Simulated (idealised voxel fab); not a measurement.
Process module heading - voxel transistor to metal
The cross-section shown here is cut; it is 205 nm wide and divided into square cells measuring 5 nm on a side.
Cross-section = grid of square cells, listed top down in bands; band = one or more rows. Per band: top height and bottom height in nm, followed by the left-to-right materials and their widths in nm; "everywhere" marks a single material spanning edge to edge, "air" marks empty space. We count height from 0. Below that, the starting wafer is all one material. The lowest band never ends at the bottom but goes on down; see "0 down" for how that is written. Think of "30->40" as a width that walks from the first number to the second as you go down the band, top row to bottom row, taking equal-sized steps from row to row. Step note "remained the same" = no cross-section cell changed. Closed-off voids of 8+ cells (no open route to the top) go in "Closed cavity list", written width x height at distance from the left edge, in nm. Whatever follows a step's settings on its line is a remark the simulator itself makes about that step. "overlay nm" answers the question of how far to the right of plan the mask lay on a step that has a mask, and when it is negative the answer is to the left. From here on the document is pairs. In a pair, the cross-section before one process step comes with the cross-section after it, and the latter goes no deeper than the lowest band that changed. What lies in between, the step and its settings, is written under the pair. A pair may be from a different run of this module on the same starting wafer than the pair above it, so it continues from that pair only where its entry headed "Pre-process cross-section" says so.

Pre-process cross-section:
20 to 5 = 50 of air, then 105 of SiN, then 50 of air
5 to 0 = SiO2 everywhere
0 to -35 = 55 of SiO2, then 95 of Si, then 55 of SiO2
-35 down = Si everywhere
Closed cavity list: none

Sectional Result:
20 to 5 = 50 of air, then 105 of SiN, then 50 of air
5 to 0 = 55 of air, then 95 of SiO2, then 55 of air
Under 0: no change, same as before.
Closed cavity list: none
The structure goes from the before cross-section above to the after cross-section through SELECTIVE_ETCH with etch materials SiO2, depth nm 5

Pre-process cross-section: check the pair just above; its after cross-section is our before state.

Sectional Result:
5 to 0 = 55 of air, then 95 of SiO2, then 55 of air
Under 0: no change, same as before.
Closed cavity list: none
The structure goes from the before cross-section above to the after cross-section through STRIP with etch materials SiN

Pre-process cross-section: check the pair just above; its after cross-section is our before state.

Sectional Result:
30 to 25 = 55 of air, then 95 of polySi, then 55 of air
25 to 5 = polySi everywhere
5 to 0 = 55 of polySi, then 95 of SiO2, then 55 of polySi
Under 0: no change, same as before.
Closed cavity list: none
The structure goes from the before cross-section above to the after cross-section through DIRECTIONAL_DEP with material polySi, thk nm 25

Pre-process cross-section: check the pair just above; its after cross-section is our before state.

Sectional Result:
40 to 35 = 55 of air, then 95 of SiCN, then 55 of air
35 to 30 = SiCN everywhere
30 to 25 = 55 of SiCN, then 95 of polySi, then 55 of SiCN
Under 25: no change, same as before.
Closed cavity list: none
The structure goes from the before cross-section above to the after cross-section through DIRECTIONAL_DEP with material SiCN, thk nm 10

Pre-process cross-section: check the pair just above; its after cross-section is our before state.

Sectional Result:
55 to 40 = 90 of air, then 25 of resist, then 90 of air
Under 40: no change, same as before.
Closed cavity list: none
The structure goes from the before cross-section above to the after cross-section through PATTERN with tone cover, mask id GATE, material resist, width nm 25, thk nm 15, overlay nm 0

Pre-process cross-section: check the pair just above; its after cross-section is our before state.

Sectional Result:
55 to 40 = 90 of air, then 25 of resist, then 90 of air
40 to 30 = 90 of air, then 25 of SiCN, then 90 of air
30 to 25 = 55 of air, then 95 of polySi, then 55 of air
Under 25: no change, same as before.
Closed cavity list: none
The structure goes from the before cross-section above to the after cross-section through DIRECTIONAL_ETCH with etch materials SiCN, depth nm 20

Pre-process cross-section: check the pair just above; its after cross-section is our before state.

Sectional Result:
55 to 40 = 90 of air, then 25 of resist, then 90 of air
40 to 30 = 90 of air, then 25 of SiCN, then 90 of air
30 to 5 = 90 of air, then 25 of polySi, then 90 of air
5 to 0 = 55 of air, then 95 of SiO2, then 55 of air
Under 0: no change, same as before.
Closed cavity list: none
The structure goes from the before cross-section above to the after cross-section through DIRECTIONAL_ETCH with etch materials polySi, depth nm 35

Pre-process cross-section: check the pair just above; its after cross-section is our before state.

Sectional Result:
40 to 30 = 90 of air, then 25 of SiCN, then 90 of air
Under 30: no change, same as before.
Closed cavity list: none
The structure goes from the before cross-section above to the after cross-section through STRIP with etch materials resist

Pre-process cross-section: check the pair just above; its after cross-section is our before state.

Sectional Result:
50 to 40 = 80 of air, then 45 of SiN, then 80 of air
40 to 30 = 80 of air, then 10 of SiN, then 25 of SiCN, then 10 of SiN, then 80 of air
30 to 15 = 80 of air, then 10 of SiN, then 25 of polySi, then 10 of SiN, then 80 of air
15 to 10 = 45 of air, then 45 of SiN, then 25 of polySi, then 45 of SiN, then 45 of air
10 to 5 = 90 of SiN, then 25 of polySi, then 90 of SiN
5 to 0 = 55 of SiN, then 95 of SiO2, then 55 of SiN
Under 0: no change, same as before.
Closed cavity list: none
The structure goes from the before cross-section above to the after cross-section through CONFORMAL_DEP with material SiN, thk nm 10

Pre-process cross-section: check the pair just above; its after cross-section is our before state.

Sectional Result:
40 to 30 = 80 of air, then 10 of SiN, then 25 of SiCN, then 10 of SiN, then 80 of air
30 to 5 = 80 of air, then 10 of SiN, then 25 of polySi, then 10 of SiN, then 80 of air
5 to 0 = 45 of air, then 10 of SiN, then 95 of SiO2, then 10 of SiN, then 45 of air
Under 0: no change, same as before.
Closed cavity list: none
The structure goes from the before cross-section above to the after cross-section through DIRECTIONAL_ETCH with etch materials SiN, depth nm 10

Pre-process cross-section: check the pair just above; its after cross-section is our before state.

Sectional Result:
40 to 30 = 80 of air, then 10 of SiN, then 25 of SiCN, then 10 of SiN, then 80 of air
30 to 5 = 80 of air, then 10 of SiN, then 25 of polySi, then 10 of SiN, then 80 of air
5 to 0 = 45 of air, then 10 of SiN, then 25 of air, then 45 of SiO2, then 25 of air, then 10 of SiN, then 45 of air
0 to -5 = 45 of air, then 10 of SiO2, then 95 of Si, then 10 of SiO2, then 45 of air
Under -5: no change, same as before.
Closed cavity list: none
The structure goes from the before cross-section above to the after cross-section through DIRECTIONAL_ETCH with etch materials SiO2, depth nm 5

Pre-process cross-section: check the pair just above; its after cross-section is our before state.

Sectional Result:
40 to 30 = 80 of air, then 10 of SiN, then 25 of SiCN, then 10 of SiN, then 80 of air
30 to 5 = 80 of air, then 10 of SiN, then 25 of polySi, then 10 of SiN, then 80 of air
5 to 0 = 45 of air, then 10 of SiN, then 25 of nSi, then 45 of SiO2, then 25 of nSi, then 10 of SiN, then 45 of air
Under 0: no change, same as before.
Closed cavity list: none
The structure goes from the before cross-section above to the after cross-section through EPI with material nSi, thk nm 5

Pre-process cross-section: check the pair just above; its after cross-section is our before state.

Sectional Result:
50 to 40 = SiO2 everywhere
40 to 30 = 80 of SiO2, then 10 of SiN, then 25 of SiCN, then 10 of SiN, then 80 of SiO2
30 to 5 = 80 of SiO2, then 10 of SiN, then 25 of polySi, then 10 of SiN, then 80 of SiO2
5 to 0 = 45 of SiO2, then 10 of SiN, then 25 of nSi, then 45 of SiO2, then 25 of nSi, then 10 of SiN, then 45 of SiO2
0 to -35 = 55 of SiO2, then 95 of Si, then 55 of SiO2
Under -35: no change, same as before.
Closed cavity list: none
The structure goes from the before cross-section above to the after cross-section through FILL_DEP with material SiO2, thk nm 10

Pre-process cross-section: check the pair just above; its after cross-section is our before state.

Sectional Result:
25 to 5 = 80 of SiO2, then 10 of SiN, then 25 of polySi, then 10 of SiN, then 80 of SiO2
Under 5: no change, same as before.
Closed cavity list: none
The structure goes from the before cross-section above to the after cross-section through CMP with height nm 25

Pre-process cross-section: check the pair just above; its after cross-section is our before state.

Sectional Result:
25 to 5 = 80 of SiO2, then 10 of SiN, then 25 of air, then 10 of SiN, then 80 of SiO2
Under 5: no change, same as before.
Closed cavity list: none
The structure goes from the before cross-section above to the after cross-section through STRIP with etch materials polySi

Pre-process cross-section: check the pair just above; its after cross-section is our before state.

Sectional Result:
25 to 20 = 80 of air, then 10 of SiN, then 25 of air, then 10 of SiN, then 80 of air
20 to 5 = 80 of SiO2, then 10 of SiN, then 25 of air, then 10 of SiN, then 80 of SiO2
5 to 0 = 45 of SiO2, then 10 of SiN, then 25 of nSi, then 5 of SiO2, then 35 of air, then 5 of SiO2, then 25 of nSi, then 10 of SiN, then 45 of SiO2
Under 0: no change, same as before.
Closed cavity list: none
The structure goes from the before cross-section above to the after cross-section through SELECTIVE_ETCH with etch materials SiO2, depth nm 5

Pre-process cross-section: check the pair just above; its after cross-section is our before state.

Sectional Result:
30 to 25 = 75 of air, then 20 of HfO2, then 15 of air, then 20 of HfO2, then 75 of air
25 to 20 = 80 of HfO2, then 10 of SiN, then 5 of HfO2, then 15 of air, then 5 of HfO2, then 10 of SiN, then 80 of HfO2
20 to 5 = 80 of SiO2, then 10 of SiN, then 5 of HfO2, then 15 of air, then 5 of HfO2, then 10 of SiN, then 80 of SiO2
5 to 0 = 45 of SiO2, then 10 of SiN, then 25 of nSi, then 5 of SiO2, then 35 of HfO2, then 5 of SiO2, then 25 of nSi, then 10 of SiN, then 45 of SiO2
Under 0: no change, same as before.
Closed cavity list: none
The structure goes from the before cross-section above to the after cross-section through CONFORMAL_DEP with material HfO2, thk nm 5

Pre-process cross-section: check the pair just above; its after cross-section is our before state.

Sectional Result:
35 to 30 = 70 of air, then 30 of TiN, then 5 of air, then 30 of TiN, then 70 of air
30 to 25 = 75 of TiN, then 20 of HfO2, then 5 of TiN, then 5 of air, then 5 of TiN, then 20 of HfO2, then 75 of TiN
25 to 20 = 80 of HfO2, then 10 of SiN, then 5 of HfO2, then 5 of TiN, then 5 of air, then 5 of TiN, then 5 of HfO2, then 10 of SiN, then 80 of HfO2
20 to 10 = 80 of SiO2, then 10 of SiN, then 5 of HfO2, then 5 of TiN, then 5 of air, then 5 of TiN, then 5 of HfO2, then 10 of SiN, then 80 of SiO2
10 to 5 = 80 of SiO2, then 10 of SiN, then 5 of HfO2, then 15 of TiN, then 5 of HfO2, then 10 of SiN, then 80 of SiO2
Under 5: no change, same as before.
Closed cavity list: none
The structure goes from the before cross-section above to the after cross-section through CONFORMAL_DEP with material TiN, thk nm 5

Pre-process cross-section: check the pair just above; its after cross-section is our before state.

Sectional Result:
45 to 35 = W everywhere
35 to 30 = 70 of W, then 30 of TiN, then 5 of W, then 30 of TiN, then 70 of W
30 to 25 = 75 of TiN, then 20 of HfO2, then 5 of TiN, then 5 of W, then 5 of TiN, then 20 of HfO2, then 75 of TiN
25 to 20 = 80 of HfO2, then 10 of SiN, then 5 of HfO2, then 5 of TiN, then 5 of W, then 5 of TiN, then 5 of HfO2, then 10 of SiN, then 80 of HfO2
20 to 10 = 80 of SiO2, then 10 of SiN, then 5 of HfO2, then 5 of TiN, then 5 of W, then 5 of TiN, then 5 of HfO2, then 10 of SiN, then 80 of SiO2
Under 10: no change, same as before.
Closed cavity list: none
The structure goes from the before cross-section above to the after cross-section through FILL_DEP with material W, thk nm 10

Pre-process cross-section: check the pair just above; its after cross-section is our before state.

Sectional Result:
20 to 10 = 80 of SiO2, then 10 of SiN, then 5 of HfO2, then 5 of TiN, then 5 of W, then 5 of TiN, then 5 of HfO2, then 10 of SiN, then 80 of SiO2
Under 10: no change, same as before.
Closed cavity list: none
The structure goes from the before cross-section above to the after cross-section through CMP with height nm 20

Pre-process cross-section: check the pair just above; its after cross-section is our before state.

Sectional Result:
35 to 20 = SiO2 everywhere
Under 20: no change, same as before.
Closed cavity list: none
The structure goes from the before cross-section above to the after cross-section through DIRECTIONAL_DEP with material SiO2, thk nm 15

Pre-process cross-section: check the pair just above; its after cross-section is our before state.

Sectional Result:
35 to 20 = 55 of SiO2, then 15 of air, then 65 of SiO2, then 15 of air, then 55 of SiO2
20 to 10 = 55 of SiO2, then 15 of air, then 10 of SiO2, then 10 of SiN, then 5 of HfO2, then 5 of TiN, then 5 of W, then 5 of TiN, then 5 of HfO2, then 10 of SiN, then 10 of SiO2, then 15 of air, then 55 of SiO2
10 to 5 = 55 of SiO2, then 15 of air, then 10 of SiO2, then 10 of SiN, then 5 of HfO2, then 15 of TiN, then 5 of HfO2, then 10 of SiN, then 10 of SiO2, then 15 of air, then 55 of SiO2
Under 5: no change, same as before.
Closed cavity list: none
The structure goes from the before cross-section above to the after cross-section through MASKED_ETCH with tone open, mask id CONTACT, width nm 15, pitch nm 80, etch materials SiO2, depth nm 35, overlay nm 0

Pre-process cross-section: check the pair just above; its after cross-section is our before state.

Sectional Result:
40 to 35 = 60 of TiN, then 5 of air, then 75 of TiN, then 5 of air, then 60 of TiN
35 to 20 = 55 of SiO2, then 5 of TiN, then 5 of air, then 5 of TiN, then 65 of SiO2, then 5 of TiN, then 5 of air, then 5 of TiN, then 55 of SiO2
20 to 10 = 55 of SiO2, then 5 of TiN, then 5 of air, then 5 of TiN, then 10 of SiO2, then 10 of SiN, then 5 of HfO2, then 5 of TiN, then 5 of W, then 5 of TiN, then 5 of HfO2, then 10 of SiN, then 10 of SiO2, then 5 of TiN, then 5 of air, then 5 of TiN, then 55 of SiO2
10 to 5 = 55 of SiO2, then 15 of TiN, then 10 of SiO2, then 10 of SiN, then 5 of HfO2, then 15 of TiN, then 5 of HfO2, then 10 of SiN, then 10 of SiO2, then 15 of TiN, then 55 of SiO2
Under 5: no change, same as before.
Closed cavity list: none
The structure goes from the before cross-section above to the after cross-section through CONFORMAL_DEP with material TiN, thk nm 5

Pre-process cross-section: check the pair just above; its after cross-section is our before state.

Sectional Result:
45 to 40 = W everywhere
40 to 35 = 60 of TiN, then 5 of W, then 75 of TiN, then 5 of W, then 60 of TiN
35 to 20 = 55 of SiO2, then 5 of TiN, then 5 of W, then 5 of TiN, then 65 of SiO2, then 5 of TiN, then 5 of W, then 5 of TiN, then 55 of SiO2
20 to 10 = 55 of SiO2, then 5 of TiN, then 5 of W, then 5 of TiN, then 10 of SiO2, then 10 of SiN, then 5 of HfO2, then 5 of TiN, then 5 of W, then 5 of TiN, then 5 of HfO2, then 10 of SiN, then 10 of SiO2, then 5 of TiN, then 5 of W, then 5 of TiN, then 55 of SiO2
Under 10: no change, same as before.
Closed cavity list: none
The structure goes from the before cross-section above to the after cross-section through FILL_DEP with material W, thk nm 5

Pre-process cross-section: check the pair just above; its after cross-section is our before state.

Sectional Result:
35 to 20 = 55 of SiO2, then 5 of TiN, then 5 of W, then 5 of TiN, then 65 of SiO2, then 5 of TiN, then 5 of W, then 5 of TiN, then 55 of SiO2
Under 20: no change, same as before.
Closed cavity list: none
The structure goes from the before cross-section above to the after cross-section through CMP with height nm 35

Pre-process cross-section: check the pair just above; its after cross-section is our before state.

Sectional Result:
40 to 35 = TiN everywhere
Under 35: no change, same as before.
Closed cavity list: none
The structure goes from the before cross-section above to the after cross-section through DIRECTIONAL_DEP with material TiN, thk nm 5

Pre-process cross-section: check the pair just above; its after cross-section is our before state.

Sectional Result:
55 to 40 = W everywhere
Under 40: no change, same as before.
Closed cavity list: none
The structure goes from the before cross-section above to the after cross-section through DIRECTIONAL_DEP with material W, thk nm 15

Pre-process cross-section: check the pair just above; its after cross-section is our before state.

Sectional Result:
65 to 55 = aC everywhere
Under 55: no change, same as before.
Closed cavity list: none
The structure goes from the before cross-section above to the after cross-section through DIRECTIONAL_DEP with material aC, thk nm 10

Pre-process cross-section: check the pair just above; its after cross-section is our before state.

Sectional Result:
90 to 65 = 55 of air, then 15 of resist, then 65 of air, then 15 of resist, then 55 of air
Under 65: no change, same as before.
Closed cavity list: none
The structure goes from the before cross-section above to the after cross-section through PATTERN with tone cover, mask id METAL_1, material resist, width nm 15, pitch nm 80, thk nm 25, overlay nm 0

Pre-process cross-section: check the pair just above; its after cross-section is our before state.

Sectional Result:
80 to 65 = 55 of air, then 15 of resist, then 65 of air, then 15 of resist, then 55 of air
65 to 55 = 55 of air, then 15 of aC, then 65 of air, then 15 of aC, then 55 of air
Under 55: no change, same as before.
Closed cavity list: none
The structure goes from the before cross-section above to the after cross-section through DIRECTIONAL_ETCH with etch materials aC, depth nm 10

Pre-process cross-section: check the pair just above; its after cross-section is our before state.

Sectional Result:
65 to 55 = 55 of air, then 15 of aC, then 65 of air, then 15 of aC, then 55 of air
Under 55: no change, same as before.
Closed cavity list: none
The structure goes from the before cross-section above to the after cross-section through STRIP with etch materials resist

Pre-process cross-section: check the pair just above; its after cross-section is our before state.

Sectional Result:
65 to 55 = 55 of air, then 15 of aC, then 65 of air, then 15 of aC, then 55 of air
55 to 40 = 55 of air, then 15 of W, then 65 of air, then 15 of W, then 55 of air
Under 40: no change, same as before.
Closed cavity list: none
The structure goes from the before cross-section above to the after cross-section through DIRECTIONAL_ETCH with etch materials W, depth nm 15

Pre-process cross-section: check the pair just above; its after cross-section is our before state.

Sectional Result:
65 to 55 = 55 of air, then 15 of aC, then 65 of air, then 15 of aC, then 55 of air
55 to 40 = 55 of air, then 15 of W, then 65 of air, then 15 of W, then 55 of air
40 to 35 = 55 of air, then 15 of TiN, then 65 of air, then 15 of TiN, then 55 of air
Under 35: no change, same as before.
Closed cavity list: none
The structure goes from the before cross-section above to the after cross-section through DIRECTIONAL_ETCH with etch materials TiN, depth nm 5

Pre-process cross-section: check the pair just above; its after cross-section is our before state.

Sectional Result:
55 to 40 = 55 of air, then 15 of W, then 65 of air, then 15 of W, then 55 of air
Under 40: no change, same as before.
Closed cavity list: none
The structure goes from the before cross-section above to the after cross-section through STRIP with etch materials aC

Pre-process cross-section: check the pair just above; its after cross-section is our before state.

Sectional Result:
60 to 55 = 50 of air, then 25 of SiCN, then 55 of air, then 25 of SiCN, then 50 of air
55 to 40 = 50 of air, then 5 of SiCN, then 15 of W, then 5 of SiCN, then 55 of air, then 5 of SiCN, then 15 of W, then 5 of SiCN, then 50 of air
40 to 35 = 55 of SiCN, then 15 of TiN, then 65 of SiCN, then 15 of TiN, then 55 of SiCN
Under 35: no change, same as before.
Closed cavity list: none
The structure goes from the before cross-section above to the after cross-section through CONFORMAL_DEP with material SiCN, thk nm 5

Pre-process cross-section: check the pair just above; its after cross-section is our before state.

Sectional Result:
70 to 60 = SiO2 everywhere
60 to 55 = 50 of SiO2, then 25 of SiCN, then 55 of SiO2, then 25 of SiCN, then 50 of SiO2
55 to 40 = 50 of SiO2, then 5 of SiCN, then 15 of W, then 5 of SiCN, then 55 of SiO2, then 5 of SiCN, then 15 of W, then 5 of SiCN, then 50 of SiO2
Under 40: no change, same as before.
Closed cavity list: none
The structure goes from the before cross-section above to the after cross-section through FILL_DEP with material SiO2, thk nm 10

Pre-process cross-section: check the pair just above; its after cross-section is our before state.

Sectional Result:
55 to 40 = 50 of SiO2, then 5 of SiCN, then 15 of W, then 5 of SiCN, then 55 of SiO2, then 5 of SiCN, then 15 of W, then 5 of SiCN, then 50 of SiO2
Under 40: no change, same as before.
Closed cavity list: none
The structure goes from the before cross-section above to the after cross-section through CMP with height nm 55

Pre-process cross-section: check the pair just above; its after cross-section is our before state.

Sectional Result:
60 to 55 = SiCN everywhere
Under 55: no change, same as before.
Closed cavity list: none
The structure goes from the before cross-section above to the after cross-section through CONFORMAL_DEP with material SiCN, thk nm 5

Pre-process cross-section: check the pair just above; its after cross-section is our before state.

Sectional Result:
90 to 60 = SiO2 everywhere
Under 60: no change, same as before.
Closed cavity list: none
The structure goes from the before cross-section above to the after cross-section through DIRECTIONAL_DEP with material SiO2, thk nm 30

Pre-process cross-section: check the pair just above; its after cross-section is our before state.

Sectional Result:
90 to 70 = 55 of SiO2, then 15 of air, then 65 of SiO2, then 15 of air, then 55 of SiO2
Under 70: no change, same as before.
Closed cavity list: none
The structure goes from the before cross-section above to the after cross-section through MASKED_ETCH with tone open, mask id METAL_2, width nm 15, pitch nm 80, etch materials SiO2, depth nm 20, overlay nm 0

Pre-process cross-section: check the pair just above; its after cross-section is our before state.

Sectional Result:
105 to 90 = 55 of aC, then 15 of air, then 65 of aC, then 15 of air, then 55 of aC
90 to 85 = 55 of SiO2, then 15 of air, then 65 of SiO2, then 15 of air, then 55 of SiO2
85 to 70 = 55 of SiO2, then 15 of aC, then 65 of SiO2, then 15 of aC, then 55 of SiO2
Under 70: no change, same as before.
Closed cavity list: none
The structure goes from the before cross-section above to the after cross-section through DIRECTIONAL_DEP with material aC, thk nm 15

Pre-process cross-section: check the pair just above; its after cross-section is our before state.

Sectional Result:
140 to 105 = 55 of resist, then 15 of air, then 65 of resist, then 15 of air, then 55 of resist
Under 105: no change, same as before.
Closed cavity list: none
The structure goes from the before cross-section above to the after cross-section through PATTERN with tone open, mask id METAL_2_HOLES, material resist, width nm 15, pitch nm 80, thk nm 35, overlay nm 0

Pre-process cross-section: check the pair just above; its after cross-section is our before state.

Sectional Result:
125 to 105 = 55 of resist, then 15 of air, then 65 of resist, then 15 of air, then 55 of resist
105 to 90 = 55 of aC, then 15 of air, then 65 of aC, then 15 of air, then 55 of aC
90 to 70 = 55 of SiO2, then 15 of air, then 65 of SiO2, then 15 of air, then 55 of SiO2
Under 70: no change, same as before.
Closed cavity list: none
The structure goes from the before cross-section above to the after cross-section through DIRECTIONAL_ETCH with etch materials aC, depth nm 15

Pre-process cross-section: check the pair just above; its after cross-section is our before state.

Sectional Result:
105 to 90 = 55 of aC, then 15 of air, then 65 of aC, then 15 of air, then 55 of aC
Under 90: no change, same as before.
Closed cavity list: none
The structure goes from the before cross-section above to the after cross-section through STRIP with etch materials resist

Pre-process cross-section: check the pair just above; its after cross-section is our before state.

Sectional Result:
105 to 90 = 55 of aC, then 15 of air, then 65 of aC, then 15 of air, then 55 of aC
90 to 60 = 55 of SiO2, then 15 of air, then 65 of SiO2, then 15 of air, then 55 of SiO2
Under 60: no change, same as before.
Closed cavity list: none
The structure goes from the before cross-section above to the after cross-section through DIRECTIONAL_ETCH with etch materials SiO2, depth nm 10

Pre-process cross-section: check the pair just above; its after cross-section is our before state.

Sectional Result:
105 to 90 = 55 of aC, then 15 of air, then 65 of aC, then 15 of air, then 55 of aC
90 to 60 = 55 of SiO2, then 15 of air, then 65 of SiO2, then 15 of air, then 55 of SiO2
60 to 55 = 55 of SiCN, then 15 of air, then 65 of SiCN, then 15 of air, then 55 of SiCN
Under 55: no change, same as before.
Closed cavity list: none
The structure goes from the before cross-section above to the after cross-section through DIRECTIONAL_ETCH with etch materials SiCN, depth nm 5

Pre-process cross-section: check the pair just above; its after cross-section is our before state.

Sectional Result:
90 to 60 = 55 of SiO2, then 15 of air, then 65 of SiO2, then 15 of air, then 55 of SiO2
Under 60: no change, same as before.
Closed cavity list: none
The structure goes from the before cross-section above to the after cross-section through STRIP with etch materials aC

Pre-process cross-section: check the pair just above; its after cross-section is our before state.

Sectional Result:
95 to 90 = 60 of TiN, then 5 of air, then 75 of TiN, then 5 of air, then 60 of TiN
90 to 60 = 55 of SiO2, then 5 of TiN, then 5 of air, then 5 of TiN, then 65 of SiO2, then 5 of TiN, then 5 of air, then 5 of TiN, then 55 of SiO2
60 to 55 = 55 of SiCN, then 15 of TiN, then 65 of SiCN, then 15 of TiN, then 55 of SiCN
Under 55: no change, same as before.
Closed cavity list: none
The structure goes from the before cross-section above to the after cross-section through CONFORMAL_DEP with material TiN, thk nm 5

Pre-process cross-section: check the pair just above; its after cross-section is our before state.

Sectional Result:
100 to 95 = Cu everywhere
95 to 90 = 60 of TiN, then 5 of Cu, then 75 of TiN, then 5 of Cu, then 60 of TiN
90 to 60 = 55 of SiO2, then 5 of TiN, then 5 of Cu, then 5 of TiN, then 65 of SiO2, then 5 of TiN, then 5 of Cu, then 5 of TiN, then 55 of SiO2
Under 60: no change, same as before.
Closed cavity list: none
The structure goes from the before cross-section above to the after cross-section through FILL_DEP with material Cu, thk nm 5

Pre-process cross-section: check the pair just above; its after cross-section is our before state.

Sectional Result:
90 to 60 = 55 of SiO2, then 5 of TiN, then 5 of Cu, then 5 of TiN, then 65 of SiO2, then 5 of TiN, then 5 of Cu, then 5 of TiN, then 55 of SiO2
Under 60: no change, same as before.
Closed cavity list: none
The structure goes from the before cross-section above to the after cross-section through CMP with height nm 90

Pre-process cross-section: check the pair just above; its after cross-section is our before state.

Sectional Result:
95 to 90 = SiCN everywhere
Under 90: no change, same as before.
Closed cavity list: none
The structure goes from the before cross-section above to the after cross-section through CONFORMAL_DEP with material SiCN, thk nm 5

Pre-process cross-section:
35 to 25 = 80 of air, then 10 of SiN, then 25 of SiCN, then 10 of SiN, then 80 of air
25 to 0 = 80 of air, then 10 of SiN, then 25 of polySi, then 10 of SiN, then 80 of air
0 to -5 = 80 of air, then 45 of SiO2, then 80 of air
-5 to -35 = 55 of SiO2, then 95 of Si, then 55 of SiO2
-35 down = Si everywhere
Closed cavity list: none

Sectional Result:
35 to 25 = 80 of air, then 10 of SiN, then 25 of SiCN, then 10 of SiN, then 80 of air
25 to 10 = 80 of air, then 10 of SiN, then 25 of polySi, then 10 of SiN, then 80 of air
10 to 0 = 40 of air, then 40 of nSi, then 10 of SiN, then 25 of polySi, then 10 of SiN, then 40 of nSi, then 40 of air
0 to -5 = 40 of air, then 40 of nSi, then 45 of SiO2, then 40 of nSi, then 40 of air
Under -5: no change, same as before.
Closed cavity list: none
The structure goes from the before cross-section above to the after cross-section through EPI with material nSi, thk nm 15

Pre-process cross-section: check the pair just above; its after cross-section is our before state.

Sectional Result:
45 to 35 = SiO2 everywhere
35 to 25 = 80 of SiO2, then 10 of SiN, then 25 of SiCN, then 10 of SiN, then 80 of SiO2
25 to 10 = 80 of SiO2, then 10 of SiN, then 25 of polySi, then 10 of SiN, then 80 of SiO2
10 to 0 = 40 of SiO2, then 40 of nSi, then 10 of SiN, then 25 of polySi, then 10 of SiN, then 40 of nSi, then 40 of SiO2
0 to -5 = 40 of SiO2, then 40 of nSi, then 45 of SiO2, then 40 of nSi, then 40 of SiO2
Under -5: no change, same as before.
Closed cavity list: none
The structure goes from the before cross-section above to the after cross-section through FILL_DEP with material SiO2, thk nm 10

Pre-process cross-section: check the pair just above; its after cross-section is our before state.

Sectional Result:
25 to 10 = 80 of SiO2, then 10 of SiN, then 25 of polySi, then 10 of SiN, then 80 of SiO2
Under 10: no change, same as before.
Closed cavity list: none
The structure goes from the before cross-section above to the after cross-section through CMP with height nm 25

Pre-process cross-section: check the pair just above; its after cross-section is our before state.

Sectional Result:
25 to 10 = 80 of SiO2, then 10 of SiN, then 25 of air, then 10 of SiN, then 80 of SiO2
10 to 0 = 40 of SiO2, then 40 of nSi, then 10 of SiN, then 25 of air, then 10 of SiN, then 40 of nSi, then 40 of SiO2
Under 0: no change, same as before.
Closed cavity list: none
The structure goes from the before cross-section above to the after cross-section through STRIP with etch materials polySi

Pre-process cross-section: check the pair just above; its after cross-section is our before state.

Sectional Result:
25 to 20 = 80 of air, then 10 of SiN, then 25 of air, then 10 of SiN, then 80 of air
20 to 10 = 80 of SiO2, then 10 of SiN, then 25 of air, then 10 of SiN, then 80 of SiO2
10 to 0 = 40 of SiO2, then 40 of nSi, then 10 of SiN, then 25 of air, then 10 of SiN, then 40 of nSi, then 40 of SiO2
0 to -5 = 40 of SiO2, then 40 of nSi, then 5 of SiO2, then 35 of air, then 5 of SiO2, then 40 of nSi, then 40 of SiO2
Under -5: no change, same as before.
Closed cavity list: none
The structure goes from the before cross-section above to the after cross-section through SELECTIVE_ETCH with etch materials SiO2, depth nm 5

Pre-process cross-section: check the pair just above; its after cross-section is our before state.

Sectional Result:
30 to 25 = 75 of air, then 20 of HfO2, then 15 of air, then 20 of HfO2, then 75 of air
25 to 20 = 80 of HfO2, then 10 of SiN, then 5 of HfO2, then 15 of air, then 5 of HfO2, then 10 of SiN, then 80 of HfO2
20 to 10 = 80 of SiO2, then 10 of SiN, then 5 of HfO2, then 15 of air, then 5 of HfO2, then 10 of SiN, then 80 of SiO2
10 to 0 = 40 of SiO2, then 40 of nSi, then 10 of SiN, then 5 of HfO2, then 15 of air, then 5 of HfO2, then 10 of SiN, then 40 of nSi, then 40 of SiO2
0 to -5 = 40 of SiO2, then 40 of nSi, then 5 of SiO2, then 35 of HfO2, then 5 of SiO2, then 40 of nSi, then 40 of SiO2
Under -5: no change, same as before.
Closed cavity list: none
The structure goes from the before cross-section above to the after cross-section through CONFORMAL_DEP with material HfO2, thk nm 5

Pre-process cross-section: check the pair just above; its after cross-section is our before state.

Sectional Result:
35 to 30 = 70 of air, then 30 of TiN, then 5 of air, then 30 of TiN, then 70 of air
30 to 25 = 75 of TiN, then 20 of HfO2, then 5 of TiN, then 5 of air, then 5 of TiN, then 20 of HfO2, then 75 of TiN
25 to 20 = 80 of HfO2, then 10 of SiN, then 5 of HfO2, then 5 of TiN, then 5 of air, then 5 of TiN, then 5 of HfO2, then 10 of SiN, then 80 of HfO2
20 to 10 = 80 of SiO2, then 10 of SiN, then 5 of HfO2, then 5 of TiN, then 5 of air, then 5 of TiN, then 5 of HfO2, then 10 of SiN, then 80 of SiO2
10 to 5 = 40 of SiO2, then 40 of nSi, then 10 of SiN, then 5 of HfO2, then 5 of TiN, then 5 of air, then 5 of TiN, then 5 of HfO2, then 10 of SiN, then 40 of nSi, then 40 of SiO2
5 to 0 = 40 of SiO2, then 40 of nSi, then 10 of SiN, then 5 of HfO2, then 15 of TiN, then 5 of HfO2, then 10 of SiN, then 40 of nSi, then 40 of SiO2
Under 0: no change, same as before.
Closed cavity list: none
The structure goes from the before cross-section above to the after cross-section through CONFORMAL_DEP with material TiN, thk nm 5

Pre-process cross-section: check the pair just above; its after cross-section is our before state.

Sectional Result:
45 to 35 = W everywhere
35 to 30 = 70 of W, then 30 of TiN, then 5 of W, then 30 of TiN, then 70 of W
30 to 25 = 75 of TiN, then 20 of HfO2, then 5 of TiN, then 5 of W, then 5 of TiN, then 20 of HfO2, then 75 of TiN
25 to 20 = 80 of HfO2, then 10 of SiN, then 5 of HfO2, then 5 of TiN, then 5 of W, then 5 of TiN, then 5 of HfO2, then 10 of SiN, then 80 of HfO2
20 to 10 = 80 of SiO2, then 10 of SiN, then 5 of HfO2, then 5 of TiN, then 5 of W, then 5 of TiN, then 5 of HfO2, then 10 of SiN, then 80 of SiO2
10 to 5 = 40 of SiO2, then 40 of nSi, then 10 of SiN, then 5 of HfO2, then 5 of TiN, then 5 of W, then 5 of TiN, then 5 of HfO2, then 10 of SiN, then 40 of nSi, then 40 of SiO2
Under 5: no change, same as before.
Closed cavity list: none
The structure goes from the before cross-section above to the after cross-section through FILL_DEP with material W, thk nm 10
